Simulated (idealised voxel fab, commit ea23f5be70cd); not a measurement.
The process module that follows is named voxel tone inversion.
Cross-sectional view cut (width: 175 nm; square cell size: 5 nm).
A cross-section is a grid of square cells, given in bands from the top down. A band is one or more rows of cells.
Band: top height; bottom height; in nm. Then, left to right: material with width in nm, for each material. "full width": a single material spanning edge to edge. "empty": empty space.
A quick word on heights: they are counted from 0, and under that level the wafer as it came to us is one material throughout. The lowest band is different from the rest in having no bottom; it simply continues downward, written as in "0 and below".
Quick explanation for "30..40": the width changes in equal steps down the rows of cells, from the first number in the band's top row to the second number in its bottom row.
Step marked "nothing altered"? Then no cell in the cross-section changed in it.
"Sealed-off cavities" means: voids of 8 cells or more that are shut off from the top with no open way through. Written width x height at distance, distance from the left edge, in nm.
Whatever follows a step's settings on its line is a remark the simulator itself makes about that step.
overlay nm, on a step with a mask: how far to the right of its planned place the mask lay; to the left if negative
Everything after this point is organized in pairs: a cross-section before one process step, a cross-section after it that shows only as deep as the lowest changed band, and, under the pair, the intervening step with its settings. Because different runs of this module on the same starting wafer can supply different pairs, a pair continues from the pair above it only if its entry headed "Structure before processing" says so.

### Structure before processing
* 0 and below = Si full width
* Sealed-off cavities: none

### Resulting Cross-Section
* 5 down to 0 = SiN full width
* Everything below 0 is unchanged.
* Sealed-off cavities: none
Connecting step for the cross-sections above: op CONFORMAL_DEP | material SiN | thk nm 5

Structure before processing: The structure entering this step is exactly what the pair just above shows after its step.

### Resulting Cross-Section
* 25 down to 5 = aC full width
* Everything below 5 is unchanged.
* Sealed-off cavities: none
Connecting step for the cross-sections above: op DIRECTIONAL_DEP | material aC | thk nm 20

Structure before processing: The structure entering this step is exactly what the pair just above shows after its step.

### Resulting Cross-Section
* 50 down to 25 = 15 empty  25 resist  15 empty  25 resist  15 empty  25 resist  15 empty  25 resist  15 empty
* Everything below 25 is unchanged.
* Sealed-off cavities: none
Connecting step for the cross-sections above: op PATTERN | tone cover | mask id POSTS | material resist | width nm 25 | pitch nm 40 | thk nm 25 | overlay nm 0

Structure before processing: The structure entering this step is exactly what the pair just above shows after its step.

### Resulting Cross-Section
* 30 down to 25 = 15 empty  25 resist  15 empty  25 resist  15 empty  25 resist  15 empty  25 resist  15 empty
* 25 down to 5 = 15 empty  25 aC  15 empty  25 aC  15 empty  25 aC  15 empty  25 aC  15 empty
* Everything below 5 is unchanged.
* Sealed-off cavities: none
Connecting step for the cross-sections above: op DIRECTIONAL_ETCH | etch materials aC | depth nm 20

Structure before processing: The structure entering this step is exactly what the pair just above shows after its step.

### Resulting Cross-Section
* 25 down to 5 = 15 empty  25 aC  15 empty  25 aC  15 empty  25 aC  15 empty  25 aC  15 empty
* Everything below 5 is unchanged.
* Sealed-off cavities: none
Connecting step for the cross-sections above: op STRIP | etch materials resist

Structure before processing: The structure entering this step is exactly what the pair just above shows after its step.

### Resulting Cross-Section
* 35 down to 25 = SiO2 full width
* 25 down to 5 = 15 SiO2  25 aC  15 SiO2  25 aC  15 SiO2  25 aC  15 SiO2  25 aC  15 SiO2
* Everything below 5 is unchanged.
* Sealed-off cavities: none
Connecting step for the cross-sections above: op FILL_DEP | material SiO2 | thk nm 10

Structure before processing: The structure entering this step is exactly what the pair just above shows after its step.

### Resulting Cross-Section
* 25 down to 5 = 15 SiO2  25 aC  15 SiO2  25 aC  15 SiO2  25 aC  15 SiO2  25 aC  15 SiO2
* Everything below 5 is unchanged.
* Sealed-off cavities: none
Connecting step for the cross-sections above: op CMP | height nm 25

Structure before processing: The structure entering this step is exactly what the pair just above shows after its step.

### Resulting Cross-Section
* 25 down to 5 = 15 SiO2  25 empty  15 SiO2  25 empty  15 SiO2  25 empty  15 SiO2  25 empty  15 SiO2
* Everything below 5 is unchanged.
* Sealed-off cavities: none
Connecting step for the cross-sections above: op STRIP | etch materials aC

Structure before processing: The structure entering this step is exactly what the pair just above shows after its step.

### Resulting Cross-Section
* 30 down to 25 = 20 TiN  15 empty  25 TiN  15 empty  25 TiN  15 empty  25 TiN  15 empty  20 TiN
* 25 down to 10 = 15 SiO2  5 TiN  15 empty  5 TiN  15 SiO2  5 TiN  15 empty  5 TiN  15 SiO2  5 TiN  15 empty  5 TiN  15 SiO2  5 TiN  15 empty  5 TiN  15 SiO2
* 10 down to 5 = 15 SiO2  25 TiN  15 SiO2  25 TiN  15 SiO2  25 TiN  15 SiO2  25 TiN  15 SiO2
* Everything below 5 is unchanged.
* Sealed-off cavities: none
Connecting step for the cross-sections above: op CONFORMAL_DEP | material TiN | thk nm 5

Structure before processing: The structure entering this step is exactly what the pair just above shows after its step.

### Resulting Cross-Section
* 35 down to 30 = Cu full width
* 30 down to 25 = 20 TiN  15 Cu  25 TiN  15 Cu  25 TiN  15 Cu  25 TiN  15 Cu  20 TiN
* 25 down to 10 = 15 SiO2  5 TiN  15 Cu  5 TiN  15 SiO2  5 TiN  15 Cu  5 TiN  15 SiO2  5 TiN  15 Cu  5 TiN  15 SiO2  5 TiN  15 Cu  5 TiN  15 SiO2
* Everything below 10 is unchanged.
* Sealed-off cavities: none
Connecting step for the cross-sections above: op FILL_DEP | material Cu | thk nm 5

Structure before processing: The structure entering this step is exactly what the pair just above shows after its step.

### Resulting Cross-Section
* 25 down to 10 = 15 SiO2  5 TiN  15 Cu  5 TiN  15 SiO2  5 TiN  15 Cu  5 TiN  15 SiO2  5 TiN  15 Cu  5 TiN  15 SiO2  5 TiN  15 Cu  5 TiN  15 SiO2
* Everything below 10 is unchanged.
* Sealed-off cavities: none
Connecting step for the cross-sections above: op CMP | height nm 25

Structure before processing: The structure entering this step is exactly what the pair just above shows after its step.

### Resulting Cross-Section
* 30 down to 25 = SiN full width
* Everything below 25 is unchanged.
* Sealed-off cavities: none
Connecting step for the cross-sections above: op CONFORMAL_DEP | material SiN | thk nm 5

### Structure before processing
* 0 and below = Si full width
* Sealed-off cavities: none

### Resulting Cross-Section
* 20 down to 0 = aC full width
* Everything below 0 is unchanged.
* Sealed-off cavities: none
Connecting step for the cross-sections above: op DIRECTIONAL_DEP | material aC | thk nm 20

Structure before processing: The structure entering this step is exactly what the pair just above shows after its step.

### Resulting Cross-Section
* 45 down to 20 = 15 empty  25 resist  15 empty  25 resist  15 empty  25 resist  15 empty  25 resist  15 empty
* Everything below 20 is unchanged.
* Sealed-off cavities: none
Connecting step for the cross-sections above: op PATTERN | tone cover | mask id POSTS | material resist | width nm 25 | pitch nm 40 | thk nm 25 | overlay nm 0

Structure before processing: The structure entering this step is exactly what the pair just above shows after its step.

### Resulting Cross-Section
* 25 down to 20 = 15 empty  25 resist  15 empty  25 resist  15 empty  25 resist  15 empty  25 resist  15 empty
* 20 down to 0 = 15 empty  25 aC  15 empty  25 aC  15 empty  25 aC  15 empty  25 aC  15 empty
* Everything below 0 is unchanged.
* Sealed-off cavities: none
Connecting step for the cross-sections above: op DIRECTIONAL_ETCH | etch materials aC | depth nm 20

Structure before processing: The structure entering this step is exactly what the pair just above shows after its step.

### Resulting Cross-Section
* 20 down to 0 = 15 empty  25 aC  15 empty  25 aC  15 empty  25 aC  15 empty  25 aC  15 empty
* Everything below 0 is unchanged.
* Sealed-off cavities: none
Connecting step for the cross-sections above: op STRIP | etch materials resist

Structure before processing: The structure entering this step is exactly what the pair just above shows after its step.

### Resulting Cross-Section
* 30 down to 20 = SiO2 full width
* 20 down to 0 = 15 SiO2  25 aC  15 SiO2  25 aC  15 SiO2  25 aC  15 SiO2  25 aC  15 SiO2
* Everything below 0 is unchanged.
* Sealed-off cavities: none
Connecting step for the cross-sections above: op FILL_DEP | material SiO2 | thk nm 10

Structure before processing: The structure entering this step is exactly what the pair just above shows after its step.

### Resulting Cross-Section
* 25 down to 20 = SiO2 full width
* Everything below 20 is unchanged.
* Sealed-off cavities: none
Connecting step for the cross-sections above: op CMP | height nm 25

Structure before processing: The structure entering this step is exactly what the pair just above shows after its step.

### Resulting Cross-Section
* 30 down to 25 = TiN full width
* Everything below 25 is unchanged.
* Sealed-off cavities: none
Connecting step for the cross-sections above: op CONFORMAL_DEP | material TiN | thk nm 5

Structure before processing: The structure entering this step is exactly what the pair just above shows after its step.

### Resulting Cross-Section
* 35 down to 30 = Cu full width
* Everything below 30 is unchanged.
* Sealed-off cavities: none
Connecting step for the cross-sections above: op FILL_DEP | material Cu | thk nm 5

Structure before processing: The structure entering this step is exactly what the pair just above shows after its step.

### Resulting Cross-Section
* 25 down to 20 = SiO2 full width
* Everything below 20 is unchanged.
* Sealed-off cavities: none
Connecting step for the cross-sections above: op CMP | height nm 25

Structure before processing: The structure entering this step is exactly what the pair just above shows after its step.

### Resulting Cross-Section
* 30 down to 25 = SiN full width
* Everything below 25 is unchanged.
* Sealed-off cavities: none
Connecting step for the cross-sections above: op CONFORMAL_DEP | material SiN | thk nm 5

### Structure before processing
* 35 down to 30 = Cu full width
* 30 down to 25 = 20 TiN  15 Cu  25 TiN  15 Cu  25 TiN  15 Cu  25 TiN  15 Cu  20 TiN
* 25 down to 10 = 15 SiO2  5 TiN  15 Cu  5 TiN  15 SiO2  5 TiN  15 Cu  5 TiN  15 SiO2  5 TiN  15 Cu  5 TiN  15 SiO2  5 TiN  15 Cu  5 TiN  15 SiO2
* 10 down to 5 = 15 SiO2  25 TiN  15 SiO2  25 TiN  15 SiO2  25 TiN  15 SiO2  25 TiN  15 SiO2
* 5 down to 0 = SiN full width
* 0 and below = Si full width
* Sealed-off cavities: none

### Resulting Cross-Section
* 40 down to 30 = Cu full width
* Everything below 30 is unchanged.
* Sealed-off cavities: none
Connecting step for the cross-sections above: op FILL_DEP | material Cu | thk nm 5

Structure before processing: The structure entering this step is exactly what the pair just above shows after its step.

### Resulting Cross-Section
* 25 down to 10 = 15 SiO2  5 TiN  15 Cu  5 TiN  15 SiO2  5 TiN  15 Cu  5 TiN  15 SiO2  5 TiN  15 Cu  5 TiN  15 SiO2  5 TiN  15 Cu  5 TiN  15 SiO2
* Everything below 10 is unchanged.
* Sealed-off cavities: none
Connecting step for the cross-sections above: op CMP | height nm 25

### Structure before processing
* 20 down to 0 = aC full width
* 0 and below = Si full width
* Sealed-off cavities: none

### Resulting Cross-Section
* 25 down to 20 = SiN full width
* Everything below 20 is unchanged.
* Sealed-off cavities: none
Connecting step for the cross-sections above: op CONFORMAL_DEP | material SiN | thk nm 5

Structure before processing: The structure entering this step is exactly what the pair just above shows after its step.

### Resulting Cross-Section
* 50 down to 25 = 15 empty  25 resist  15 empty  25 resist  15 empty  25 resist  15 empty  25 resist  15 empty
* Everything below 25 is unchanged.
* Sealed-off cavities: none
Connecting step for the cross-sections above: op PATTERN | tone cover | mask id POSTS | material resist | width nm 25 | pitch nm 40 | thk nm 25 | overlay nm 0

Structure before processing: The structure entering this step is exactly what the pair just above shows after its step.

### Resulting Cross-Section
* 30 down to 25 = 15 empty  25 resist  15 empty  25 resist  15 empty  25 resist  15 empty  25 resist  15 empty
* Everything below 25 is unchanged.
* Sealed-off cavities: none
Connecting step for the cross-sections above: op DIRECTIONAL_ETCH | etch materials aC | depth nm 20

Structure before processing: The structure entering this step is exactly what the pair just above shows after its step.

### Resulting Cross-Section
* 25 down to 20 = SiN full width
* Everything below 20 is unchanged.
* Sealed-off cavities: none
Connecting step for the cross-sections above: op STRIP | etch materials resist

Structure before processing: The structure entering this step is exactly what the pair just above shows after its step.

### Resulting Cross-Section
* 35 down to 25 = SiO2 full width
* Everything below 25 is unchanged.
* Sealed-off cavities: none
Connecting step for the cross-sections above: op FILL_DEP | material SiO2 | thk nm 10

Structure before processing: The structure entering this step is exactly what the pair just above shows after its step.

### Resulting Cross-Section
* 25 down to 20 = SiN full width
* Everything below 20 is unchanged.
* Sealed-off cavities: none
Connecting step for the cross-sections above: op CMP | height nm 25

Structure before processing: The structure entering this step is exactly what the pair just above shows after its step.

### Resulting Cross-Section
* 30 down to 25 = TiN full width
* Everything below 25 is unchanged.
* Sealed-off cavities: none
Connecting step for the cross-sections above: op CONFORMAL_DEP | material TiN | thk nm 5

Structure before processing: The structure entering this step is exactly what the pair just above shows after its step.

### Resulting Cross-Section
* 35 down to 30 = Cu full width
* Everything below 30 is unchanged.
* Sealed-off cavities: none
Connecting step for the cross-sections above: op FILL_DEP | material Cu | thk nm 5

Structure before processing: The structure entering this step is exactly what the pair just above shows after its step.

### Resulting Cross-Section
* 25 down to 20 = SiN full width
* Everything below 20 is unchanged.
* Sealed-off cavities: none
Connecting step for the cross-sections above: op CMP | height nm 25

Structure before processing: The structure entering this step is exactly what the pair just above shows after its step.

### Resulting Cross-Section
* 30 down to 20 = SiN full width
* Everything below 20 is unchanged.
* Sealed-off cavities: none
Connecting step for the cross-sections above: op CONFORMAL_DEP | material SiN | thk nm 5

### Structure before processing
* 35 down to 30 = Cu full width
* 30 down to 25 = 20 TiN  15 Cu  25 TiN  15 Cu  25 TiN  15 Cu  25 TiN  15 Cu  20 TiN
* 25 down to 10 = 15 SiO2  5 TiN  15 Cu  5 TiN  15 SiO2  5 TiN  15 Cu  5 TiN  15 SiO2  5 TiN  15 Cu  5 TiN  15 SiO2  5 TiN  15 Cu  5 TiN  15 SiO2
* 10 down to 5 = 15 SiO2  25 TiN  15 SiO2  25 TiN  15 SiO2  25 TiN  15 SiO2  25 TiN  15 SiO2
* 5 down to 0 = SiN full width
* 0 and below = Si full width
* Sealed-off cavities: none

### Resulting Cross-Section
* 15 down to 10 = 15 SiO2  5 TiN  15 Cu  5 TiN  15 SiO2  5 TiN  15 Cu  5 TiN  15 SiO2  5 TiN  15 Cu  5 TiN  15 SiO2  5 TiN  15 Cu  5 TiN  15 SiO2
* Everything below 10 is unchanged.
* Sealed-off cavities: none
Connecting step for the cross-sections above: op CMP | height nm 15

Structure before processing: The structure entering this step is exactly what the pair just above shows after its step.

### Resulting Cross-Section
* 20 down to 15 = SiN full width
* Everything below 15 is unchanged.
* Sealed-off cavities: none
Connecting step for the cross-sections above: op CONFORMAL_DEP | material SiN | thk nm 5

### Structure before processing
* 25 down to 5 = aC full width
* 5 down to 0 = SiN full width
* 0 and below = Si full width
* Sealed-off cavities: none

### Resulting Cross-Section
* 50 down to 25 = 20 empty  15 resist  25 empty  15 resist  25 empty  15 resist  25 empty  15 resist  20 empty
* Everything below 25 is unchanged.
* Sealed-off cavities: none
Connecting step for the cross-sections above: op PATTERN | tone cover | mask id POSTS | material resist | width nm 15 | pitch nm 40 | thk nm 25 | overlay nm 0

Structure before processing: The structure entering this step is exactly what the pair just above shows after its step.

### Resulting Cross-Section
* 30 down to 25 = 20 empty  15 resist  25 empty  15 resist  25 empty  15 resist  25 empty  15 resist  20 empty
* 25 down to 5 = 20 empty  15 aC  25 empty  15 aC  25 empty  15 aC  25 empty  15 aC  20 empty
* Everything below 5 is unchanged.
* Sealed-off cavities: none
Connecting step for the cross-sections above: op DIRECTIONAL_ETCH | etch materials aC | depth nm 20

Structure before processing: The structure entering this step is exactly what the pair just above shows after its step.

### Resulting Cross-Section
* 25 down to 5 = 20 empty  15 aC  25 empty  15 aC  25 empty  15 aC  25 empty  15 aC  20 empty
* Everything below 5 is unchanged.
* Sealed-off cavities: none
Connecting step for the cross-sections above: op STRIP | etch materials resist

Structure before processing: The structure entering this step is exactly what the pair just above shows after its step.

### Resulting Cross-Section
* 35 down to 25 = SiO2 full width
* 25 down to 5 = 20 SiO2  15 aC  25 SiO2  15 aC  25 SiO2  15 aC  25 SiO2  15 aC  20 SiO2
* Everything below 5 is unchanged.
* Sealed-off cavities: none
Connecting step for the cross-sections above: op FILL_DEP | material SiO2 | thk nm 10

Structure before processing: The structure entering this step is exactly what the pair just above shows after its step.

### Resulting Cross-Section
* 25 down to 5 = 20 SiO2  15 aC  25 SiO2  15 aC  25 SiO2  15 aC  25 SiO2  15 aC  20 SiO2
* Everything below 5 is unchanged.
* Sealed-off cavities: none
Connecting step for the cross-sections above: op CMP | height nm 25

Structure before processing: The structure entering this step is exactly what the pair just above shows after its step.

### Resulting Cross-Section
* 25 down to 5 = 20 SiO2  15 empty  25 SiO2  15 empty  25 SiO2  15 empty  25 SiO2  15 empty  20 SiO2
* Everything below 5 is unchanged.
* Sealed-off cavities: none
Connecting step for the cross-sections above: op STRIP | etch materials aC

Structure before processing: The structure entering this step is exactly what the pair just above shows after its step.

### Resulting Cross-Section
* 30 down to 25 = 25 TiN  5 empty  35 TiN  5 empty  35 TiN  5 empty  35 TiN  5 empty  25 TiN
* 25 down to 10 = 20 SiO2  5 TiN  5 empty  5 TiN  25 SiO2  5 TiN  5 empty  5 TiN  25 SiO2  5 TiN  5 empty  5 TiN  25 SiO2  5 TiN  5 empty  5 TiN  20 SiO2
* 10 down to 5 = 20 SiO2  15 TiN  25 SiO2  15 TiN  25 SiO2  15 TiN  25 SiO2  15 TiN  20 SiO2
* Everything below 5 is unchanged.
* Sealed-off cavities: none
Connecting step for the cross-sections above: op CONFORMAL_DEP | material TiN | thk nm 5

Structure before processing: The structure entering this step is exactly what the pair just above shows after its step.

### Resulting Cross-Section
* 35 down to 30 = Cu full width
* 30 down to 25 = 25 TiN  5 Cu  35 TiN  5 Cu  35 TiN  5 Cu  35 TiN  5 Cu  25 TiN
* 25 down to 10 = 20 SiO2  5 TiN  5 Cu  5 TiN  25 SiO2  5 TiN  5 Cu  5 TiN  25 SiO2  5 TiN  5 Cu  5 TiN  25 SiO2  5 TiN  5 Cu  5 TiN  20 SiO2
* Everything below 10 is unchanged.
* Sealed-off cavities: none
Connecting step for the cross-sections above: op FILL_DEP | material Cu | thk nm 5

Structure before processing: The structure entering this step is exactly what the pair just above shows after its step.

### Resulting Cross-Section
* 25 down to 10 = 20 SiO2  5 TiN  5 Cu  5 TiN  25 SiO2  5 TiN  5 Cu  5 TiN  25 SiO2  5 TiN  5 Cu  5 TiN  25 SiO2  5 TiN  5 Cu  5 TiN  20 SiO2
* Everything below 10 is unchanged.
* Sealed-off cavities: none
Connecting step for the cross-sections above: op CMP | height nm 25

Structure before processing: The structure entering this step is exactly what the pair just above shows after its step.

### Resulting Cross-Section
* 30 down to 25 = SiN full width
* Everything below 25 is unchanged.
* Sealed-off cavities: none
Connecting step for the cross-sections above: op CONFORMAL_DEP | material SiN | thk nm 5

### Structure before processing
* 5 down to 0 = SiN full width
* 0 and below = Si full width
* Sealed-off cavities: none

### Resulting Cross-Section
* 25 down to 5 = SiO2 full width
* Everything below 5 is unchanged.
* Sealed-off cavities: none
Connecting step for the cross-sections above: op DIRECTIONAL_DEP | material SiO2 | thk nm 20

Structure before processing: The structure entering this step is exactly what the pair just above shows after its step.

### Resulting Cross-Section
* 50 down to 25 = 15 empty  25 resist  15 empty  25 resist  15 empty  25 resist  15 empty  25 resist  15 empty
* Everything below 25 is unchanged.
* Sealed-off cavities: none
Connecting step for the cross-sections above: op PATTERN | tone cover | mask id POSTS | material resist | width nm 25 | pitch nm 40 | thk nm 25 | overlay nm 0

Structure before processing: The structure entering this step is exactly what the pair just above shows after its step.

### Resulting Cross-Section
* 30 down to 25 = 15 empty  25 resist  15 empty  25 resist  15 empty  25 resist  15 empty  25 resist  15 empty
* Everything below 25 is unchanged.
* Sealed-off cavities: none
Connecting step for the cross-sections above: op DIRECTIONAL_ETCH | etch materials aC | depth nm 20

Structure before processing: The structure entering this step is exactly what the pair just above shows after its step.

### Resulting Cross-Section
* 25 down to 5 = SiO2 full width
* Everything below 5 is unchanged.
* Sealed-off cavities: none
Connecting step for the cross-sections above: op STRIP | etch materials resist

Structure before processing: The structure entering this step is exactly what the pair just above shows after its step.

### Resulting Cross-Section
* 35 down to 5 = SiO2 full width
* Everything below 5 is unchanged.
* Sealed-off cavities: none
Connecting step for the cross-sections above: op FILL_DEP | material SiO2 | thk nm 10

Structure before processing: The structure entering this step is exactly what the pair just above shows after its step.

### Resulting Cross-Section
* 25 down to 5 = SiO2 full width
* Everything below 5 is unchanged.
* Sealed-off cavities: none
Connecting step for the cross-sections above: op CMP | height nm 25

Structure before processing: The structure entering this step is exactly what the pair just above shows after its step.

### Resulting Cross-Section
* 30 down to 25 = TiN full width
* Everything below 25 is unchanged.
* Sealed-off cavities: none
Connecting step for the cross-sections above: op CONFORMAL_DEP | material TiN | thk nm 5

Structure before processing: The structure entering this step is exactly what the pair just above shows after its step.

### Resulting Cross-Section
* 35 down to 30 = Cu full width
* Everything below 30 is unchanged.
* Sealed-off cavities: none
Connecting step for the cross-sections above: op FILL_DEP | material Cu | thk nm 5

Structure before processing: The structure entering this step is exactly what the pair just above shows after its step.

### Resulting Cross-Section
* 25 down to 5 = SiO2 full width
* Everything below 5 is unchanged.
* Sealed-off cavities: none
Connecting step for the cross-sections above: op CMP | height nm 25

Structure before processing: The structure entering this step is exactly what the pair just above shows after its step.

### Resulting Cross-Section
* 30 down to 25 = SiN full width
* Everything below 25 is unchanged.
* Sealed-off cavities: none
Connecting step for the cross-sections above: op CONFORMAL_DEP | material SiN | thk nm 5

### Structure before processing
* 25 down to 5 = aC full width
* 5 down to 0 = SiN full width
* 0 and below = Si full width
* Sealed-off cavities: none

### Resulting Cross-Section
* 50 down to 25 = 15 resist  25 empty  15 resist  25 empty  15 resist  25 empty  15 resist  25 empty  15 resist
* Everything below 25 is unchanged.
* Sealed-off cavities: none
Connecting step for the cross-sections above: op PATTERN | tone open | mask id POSTS | material resist | width nm 25 | pitch nm 40 | thk nm 25 | overlay nm 0

Structure before processing: The structure entering this step is exactly what the pair just above shows after its step.

### Resulting Cross-Section
* 30 down to 25 = 15 resist  25 empty  15 resist  25 empty  15 resist  25 empty  15 resist  25 empty  15 resist
* 25 down to 5 = 15 aC  25 empty  15 aC  25 empty  15 aC  25 empty  15 aC  25 empty  15 aC
* Everything below 5 is unchanged.
* Sealed-off cavities: none
Connecting step for the cross-sections above: op DIRECTIONAL_ETCH | etch materials aC | depth nm 20

Structure before processing: The structure entering this step is exactly what the pair just above shows after its step.

### Resulting Cross-Section
* 25 down to 5 = 15 aC  25 empty  15 aC  25 empty  15 aC  25 empty  15 aC  25 empty  15 aC
* Everything below 5 is unchanged.
* Sealed-off cavities: none
Connecting step for the cross-sections above: op STRIP | etch materials resist

Structure before processing: The structure entering this step is exactly what the pair just above shows after its step.

### Resulting Cross-Section
* 35 down to 25 = SiO2 full width
* 25 down to 5 = 15 aC  25 SiO2  15 aC  25 SiO2  15 aC  25 SiO2  15 aC  25 SiO2  15 aC
* Everything below 5 is unchanged.
* Sealed-off cavities: none
Connecting step for the cross-sections above: op FILL_DEP | material SiO2 | thk nm 10

Structure before processing: The structure entering this step is exactly what the pair just above shows after its step.

### Resulting Cross-Section
* 25 down to 5 = 15 aC  25 SiO2  15 aC  25 SiO2  15 aC  25 SiO2  15 aC  25 SiO2  15 aC
* Everything below 5 is unchanged.
* Sealed-off cavities: none
Connecting step for the cross-sections above: op CMP | height nm 25

Structure before processing: The structure entering this step is exactly what the pair just above shows after its step.

### Resulting Cross-Section
* 25 down to 5 = 15 empty  25 SiO2  15 empty  25 SiO2  15 empty  25 SiO2  15 empty  25 SiO2  15 empty
* Everything below 5 is unchanged.
* Sealed-off cavities: none
Connecting step for the cross-sections above: op STRIP | etch materials aC

Structure before processing: The structure entering this step is exactly what the pair just above shows after its step.

### Resulting Cross-Section
* 30 down to 25 = 10 empty  35 TiN  5 empty  35 TiN  5 empty  35 TiN  5 empty  35 TiN  10 empty
* 25 down to 10 = 10 empty  5 TiN  25 SiO2  5 TiN  5 empty  5 TiN  25 SiO2  5 TiN  5 empty  5 TiN  25 SiO2  5 TiN  5 empty  5 TiN  25 SiO2  5 TiN  10 empty
* 10 down to 5 = 15 TiN  25 SiO2  15 TiN  25 SiO2  15 TiN  25 SiO2  15 TiN  25 SiO2  15 TiN
* Everything below 5 is unchanged.
* Sealed-off cavities: none
Connecting step for the cross-sections above: op CONFORMAL_DEP | material TiN | thk nm 5

Structure before processing: The structure entering this step is exactly what the pair just above shows after its step.

### Resulting Cross-Section
* 35 down to 30 = Cu full width
* 30 down to 25 = 10 Cu  35 TiN  5 Cu  35 TiN  5 Cu  35 TiN  5 Cu  35 TiN  10 Cu
* 25 down to 10 = 10 Cu  5 TiN  25 SiO2  5 TiN  5 Cu  5 TiN  25 SiO2  5 TiN  5 Cu  5 TiN  25 SiO2  5 TiN  5 Cu  5 TiN  25 SiO2  5 TiN  10 Cu
* Everything below 10 is unchanged.
* Sealed-off cavities: none
Connecting step for the cross-sections above: op FILL_DEP | material Cu | thk nm 5

Structure before processing: The structure entering this step is exactly what the pair just above shows after its step.

### Resulting Cross-Section
* 25 down to 10 = 10 Cu  5 TiN  25 SiO2  5 TiN  5 Cu  5 TiN  25 SiO2  5 TiN  5 Cu  5 TiN  25 SiO2  5 TiN  5 Cu  5 TiN  25 SiO2  5 TiN  10 Cu
* Everything below 10 is unchanged.
* Sealed-off cavities: none
Connecting step for the cross-sections above: op CMP | height nm 25

Structure before processing: The structure entering this step is exactly what the pair just above shows after its step.

### Resulting Cross-Section
* 30 down to 25 = SiN full width
* Everything below 25 is unchanged.
* Sealed-off cavities: none
Connecting step for the cross-sections above: op CONFORMAL_DEP | material SiN | thk nm 5
